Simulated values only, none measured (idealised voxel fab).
process module | voxel air gaps
Cross-section cut spans 280 nm and uses square cells 5 nm in size.
If you're reading a cross-section in this doc, picture square cells in a grid; it comes to you as bands, top ones listed first down to the bottom, and a band can be one or more rows of cells.
What a band's entry tells you: where the top is and where the bottom is, as heights in nm, and after that what lies inside, material by material from left to right, each with its width in nm. Empty space is written as the word "air", and a single material marked with the word "all across" occupies the band from edge to edge.
Where do heights start? At 0: under that level the wafer as delivered is made of one material only. And the lowest band has no floor; it just carries on downward, as in "0 -> down".
With a width like "30 to 40", each row of cells in the band differs from the next by the same amount, the top row carrying the first number and the bottom row the second.
"no change occurred" after a step means that no cell of the cross-section changed.
"Sealed void listing" enumerates empty spaces isolated from the top, with no open way to it, that contain at least 8 cells, giving each as width x height at distance from the left edge, all three in nm.
It should be noted that, on the line of a given step, the content following the step's settings is a remark produced by the simulator itself with respect to that step.
"overlay nm" denotes, for a step that has a mask, the displacement of the mask to the right of its planned place, with negative values corresponding to the left.

The planned process steps are enumerated hereunder:
- 1: RECEIVE: material Si
- 2: CONFORMAL_DEP: material SiO2, thk nm 10
- 3: CONFORMAL_DEP: material SiCN, thk nm 5
- 4: DIRECTIONAL_DEP: material lowk, thk nm 35
- 5: MASKED_ETCH: tone open, mask id LINES, width nm 15, pitch nm 40, etch materials lowk, depth nm 35, overlay nm 0
- 6: CONFORMAL_DEP: material TiN, thk nm 5
- 7: FILL_DEP: material W, thk nm 10
- 8: CMP: height nm 50
- 9: EPI: material Ru, thk nm 10
- 10: SELECTIVE_ETCH: etch materials lowk, depth nm 45
- 11: CONFORMAL_DEP: material SiCN, thk nm 5

This is the cross-section of the wafer as we received it, i.e. after step 1:
0 -> down  Si all across
Sealed void listing: none

Module complete, cross-section. Starting point and plan per above. One mistake made in running the module:
65 -> 60  50 nm air, 165 nm SiCN, 65 nm air
60 -> 50  50 nm air, 5 nm SiCN, 35 nm Ru, 5 nm SiCN, 35 nm Ru, 5 nm SiCN, 35 nm Ru, 5 nm SiCN, 35 nm Ru, 5 nm SiCN, 65 nm air
50 -> 45  50 nm air, 15 nm SiCN, 5 nm TiN, 5 nm W, 5 nm TiN, 25 nm SiCN, 5 nm TiN, 5 nm W, 5 nm TiN, 25 nm SiCN, 5 nm TiN, 5 nm W, 5 nm TiN, 25 nm SiCN, 5 nm TiN, 5 nm W, 5 nm TiN, 15 nm SiCN, 65 nm air
45 -> 20  60 nm air, 5 nm SiCN, 5 nm TiN, 5 nm W, 5 nm TiN, 5 nm SiCN, 15 nm air, 5 nm SiCN, 5 nm TiN, 5 nm W, 5 nm TiN, 5 nm SiCN, 15 nm air, 5 nm SiCN, 5 nm TiN, 5 nm W, 5 nm TiN, 5 nm SiCN, 15 nm air, 5 nm SiCN, 5 nm TiN, 5 nm W, 5 nm TiN, 5 nm SiCN, 75 nm air
20 -> 15  65 nm SiCN, 15 nm TiN, 25 nm SiCN, 15 nm TiN, 25 nm SiCN, 15 nm TiN, 25 nm SiCN, 15 nm TiN, 80 nm SiCN
15 -> 10  SiCN all across
10 -> 0  SiO2 all across
0 -> down  Si all across
Sealed void listing: 15 x 25 at 85; 15 x 25 at 125; 15 x 25 at 165
Here's what went sideways: step 5 was run on a setting that differed from the plan, and what really ran there is MASKED_ETCH: tone open, mask id LINES, width nm 15, pitch nm 40, etch materials lowk, depth nm 35, overlay nm -5
